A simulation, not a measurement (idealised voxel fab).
process module | voxel wiring stack
cross-section cut | 265 nm wide | cells 5 nm
A cross-section is a grid of square cells, given in bands from the top down. A band is one or more rows of cells.
Each band's line starts with the height of the band's top and of its bottom, in nm. Then come its materials from left to right, each with its width in nm. One material with "throughout" fills the band from edge to edge. "air" is empty space.
Height 0 is the level under which the wafer as received is all one material. The lowest band goes on downwards, as in "0 down".
A width such as "30 to 40" changes by the same amount from each row of cells to the next, from the band's top row to its bottom row.
"no change" after a step means that no cell of the cross-section changed.
closed voids: empty space of 8 cells or more with no open way to the top, each as width x height at its distance from the left edge, in nm
after a step's settings: what the simulator itself notes on the step
overlay nm, on a step with a mask: how far to the right of its planned place the mask lay; to the left if negative
plan
1 op RECEIVE | material Si
2 op CONFORMAL_DEP | material SiO2 | thk nm 15
3 op CONFORMAL_DEP | material SiN | thk nm 5
4 op DIRECTIONAL_DEP | material SiO2 | thk nm 15
5 op PATTERN | tone open | mask id METAL_1 | material resist | width nm 20 | pitch nm 40 | thk nm 20 | overlay nm 0
6 op DIRECTIONAL_ETCH | etch materials SiO2 | depth nm 15
7 op DIRECTIONAL_ETCH | etch materials SiN | depth nm 5
8 op STRIP | etch materials resist
9 op CONFORMAL_DEP | material TiN | thk nm 5
10 op FILL_DEP | material Ru | thk nm 10
11 op CMP | height nm 35
12 op EPI | material Ru | thk nm 5
13 op FILL_DEP | material SiCN | thk nm 5
14 op DIRECTIONAL_DEP | material SiO2 | thk nm 20
15 op PATTERN | tone open | mask id PLUG_1 | material resist | width nm 15 | pitch nm 40 | thk nm 20 | overlay nm 0
16 op DIRECTIONAL_ETCH | etch materials SiO2 | depth nm 20
17 op DIRECTIONAL_ETCH | etch materials SiCN | depth nm 5
18 op STRIP | etch materials resist
19 op CONFORMAL_DEP | material TiN | thk nm 5
20 op FILL_DEP | material W | thk nm 10
21 op CMP | height nm 65
22 op DIRECTIONAL_DEP | material TiN | thk nm 5
23 op DIRECTIONAL_DEP | material W | thk nm 20
24 op MASKED_ETCH | tone cover | mask id METAL_2 | width nm 20 | pitch nm 40 | etch materials W | depth nm 20 | overlay nm 0
25 op MASKED_ETCH | tone cover | mask id METAL_2 | width nm 20 | pitch nm 40 | etch materials TiN | depth nm 5 | overlay nm 0
26 op CONFORMAL_DEP | material SiN | thk nm 5
27 op FILL_DEP | material SiO2 | thk nm 5
28 op CMP | height nm 90
29 op CONFORMAL_DEP | material SiCN | thk nm 5
30 op DIRECTIONAL_DEP | material SiO2 | thk nm 30
31 op PATTERN | tone open | mask id METAL_3 | material resist | width nm 15 | pitch nm 40 | thk nm 15 | overlay nm 0
32 op DIRECTIONAL_ETCH | etch materials SiO2 | depth nm 15
33 op STRIP | etch materials resist
34 op PATTERN | tone open | mask id METAL_3_HOLES | material resist | width nm 15 | pitch nm 40 | thk nm 15 | overlay nm 0
35 op DIRECTIONAL_ETCH | etch materials SiO2 | depth nm 15
36 op DIRECTIONAL_ETCH | etch materials SiCN | depth nm 5
37 op STRIP | etch materials resist
38 op CONFORMAL_DEP | material TiN | thk nm 5
39 op FILL_DEP | material Cu | thk nm 5
40 op CMP | height nm 125
41 op CONFORMAL_DEP | material SiN | thk nm 5
varied across the wafers: width nm of step 31. The plan shows the first wafer's value. All wafers start alike
first wafer as received, after step 1
  0 down: Si throughout
  closed voids: none
first wafer at the end, after step 41
  130 to 125: SiN throughout
  125 to 115: SiO2 100 | TiN 5 | Cu 10 | TiN 5 | SiO2 20 | TiN 5 | Cu 10 | TiN 5 | SiO2 105
  115 to 110: SiO2 100 | TiN 20 | SiO2 20 | TiN 20 | SiO2 105
  110 to 95: SiO2 105 | TiN 10 | SiO2 30 | TiN 10 | SiO2 110
  95 to 90: SiCN 105 | TiN 10 | SiCN 30 | TiN 10 | SiCN 110
  90 to 70: SiO2 95 | SiN 5 | W 20 | SiN 5 | SiO2 10 | SiN 5 | W 20 | SiN 5 | SiO2 100
  70 to 65: SiN 100 | TiN 20 | SiN 20 | TiN 20 | SiN 105
  65 to 45: SiO2 100 | TiN 5 | W 5 | TiN 5 | SiO2 25 | TiN 5 | W 5 | TiN 5 | SiO2 110
  45 to 40: SiCN 100 | TiN 15 | SiCN 25 | TiN 15 | SiCN 110
  40 to 35: SiCN 95 | Ru 30 | SiCN 10 | Ru 30 | SiCN 100
  35 to 20: SiO2 100 | TiN 5 | Ru 10 | TiN 5 | SiO2 20 | TiN 5 | Ru 10 | TiN 5 | SiO2 105
  20 to 15: SiN 100 | TiN 20 | SiN 20 | TiN 20 | SiN 105
  15 to 0: SiO2 throughout
  0 down: Si throughout
  closed voids: none
last wafer at the end
  130 to 125: SiN throughout
  125 to 115: SiO2 100 | TiN 5 | Cu 15 | TiN 5 | SiO2 15 | TiN 5 | Cu 15 | TiN 5 | SiO2 100
  115 to 110: SiO2 100 | TiN 5 | Cu 5 | TiN 15 | SiO2 15 | TiN 5 | Cu 5 | TiN 15 | SiO2 100
  110 to 95: SiO2 100 | TiN 5 | Cu 5 | TiN 5 | SiO2 25 | TiN 5 | Cu 5 | TiN 5 | SiO2 110
  95 to 90: SiCN 100 | TiN 15 | SiCN 25 | TiN 15 | SiCN 110
  90 to 70: SiO2 95 | SiN 5 | W 20 | SiN 5 | SiO2 10 | SiN 5 | W 20 | SiN 5 | SiO2 100
  70 to 65: SiN 100 | TiN 20 | SiN 20 | TiN 20 | SiN 105
  65 to 45: SiO2 100 | TiN 5 | W 5 | TiN 5 | SiO2 25 | TiN 5 | W 5 | TiN 5 | SiO2 110
  45 to 40: SiCN 100 | TiN 15 | SiCN 25 | TiN 15 | SiCN 110
  40 to 35: SiCN 95 | Ru 30 | SiCN 10 | Ru 30 | SiCN 100
  35 to 20: SiO2 100 | TiN 5 | Ru 10 | TiN 5 | SiO2 20 | TiN 5 | Ru 10 | TiN 5 | SiO2 105
  20 to 15: SiN 100 | TiN 20 | SiN 20 | TiN 20 | SiN 105
  15 to 0: SiO2 throughout
  0 down: Si throughout
  closed voids: none
each wafer at the end: cells of each material gained (+) or lost (-) since it was received, then its closed voids
width nm 15 | +8 Cu | +24 Ru | +137 SiCN | +159 SiN | +928 SiO2 | +82 TiN | +40 W | closed voids: none
width nm 20 | +16 Cu | +24 Ru | +135 SiCN | +159 SiN | +922 SiO2 | +82 TiN | +40 W | closed voids: none
width nm 25 | +20 Cu | +24 Ru | +135 SiCN | +159 SiN | +916 SiO2 | +84 TiN | +40 W | closed voids: none
